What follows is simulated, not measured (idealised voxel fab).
The process module that follows is named voxel released beams.
170 nm wide, 5 nm square cells: that's cross-section cut.
Square cells in a grid make up a cross-section in this document, and the grid is given as bands, listed from the top down, each one or more rows of cells. In this notation a band is specified by the heights of its top and bottom, in that order and in nm, after which its materials appear from left to right, each paired with its width in nm. The word "throughout" attached to a single material means that material fills the band from edge to edge; the word "air" stands for empty space. Ref level 0: as-received wafer is one material below here. Bottom band extends down with no lower bound ("0 down"). The two numbers in a width such as "30->40" mark its ends across the band: the first belongs to the top row of cells, the second to the bottom row, and from each row to the next the width moves by the same amount. It should be understood that the words "changes: none", when stated for a given step, signify that the cross-section underwent no change in any of its cells during that step. This entry, "Catalogued sealed voids", enumerates those empty regions of no fewer than 8 cells that possess no open connection to the top. Each region is reported in the form width x height at distance, the distance being taken from the left edge, with all three quantities expressed in nm. Anything after a step's settings on that line? It's the simulator's own note about the step. The setting "overlay nm" may be written on the line of a step. When the step uses a mask, the value reports how far to the right of the planned place the mask lay, and a negative value reports that it lay to the left.
Process steps (planned)
1) RECEIVE with material Si
2) CONFORMAL_DEP with material Al2O3, thk nm 5
3) DIRECTIONAL_DEP with material SiO2, thk nm 20
4) PATTERN with tone open, mask id ANCHOR, material resist, width nm 40, thk nm 20, overlay nm 0
5) DIRECTIONAL_ETCH with etch materials SiO2, depth nm 20
6) STRIP with etch materials resist
7) CONFORMAL_DEP with material SiN, thk nm 15
8) MASKED_ETCH with tone cover, mask id BEAM, width nm 85, etch materials SiN, depth nm 15, overlay nm 0
9) STRIP with etch materials SiO2
Wafer at receipt (post step 1), cross-section
- 0 down  Si throughout
- Catalogued sealed voids: none
As-planned run: cross-section of the first of two wafers at end of module
- 40 to 25  air: 40; SiN: 20; air: 10; SiN: 55; air: 45
- 25 to 20  air: 45; SiN: 15; air: 10; SiN: 15; air: 85
- 20 to 5  air: 45; SiN: 40; air: 85
- 5 to 0  Al2O3 throughout
- 0 down  Si throughout
- Catalogued sealed voids: none
This is the second of the two wafers, cross-sectioned at the end of the module; it started exactly like the first and was given the same plan, but it was run with one mistake
- 40 to 25  air: 40; SiN: 20; air: 10; SiN: 60; air: 40
- 25 to 20  air: 45; SiN: 15; air: 10; SiN: 15; air: 85
- 20 to 5  air: 45; SiN: 40; air: 85
- 5 to 0  Al2O3 throughout
- 0 down  Si throughout
- Catalogued sealed voids: none
Error vs. plan: heads up, step 8 didn't go per plan, it actually ran as MASKED_ETCH with tone cover, mask id BEAM, width nm 90, etch materials SiN, depth nm 15, overlay nm 0
Once processing is complete, comparing cell counts shows that the second wafer has more or fewer of certain materials than the first: SiN +3
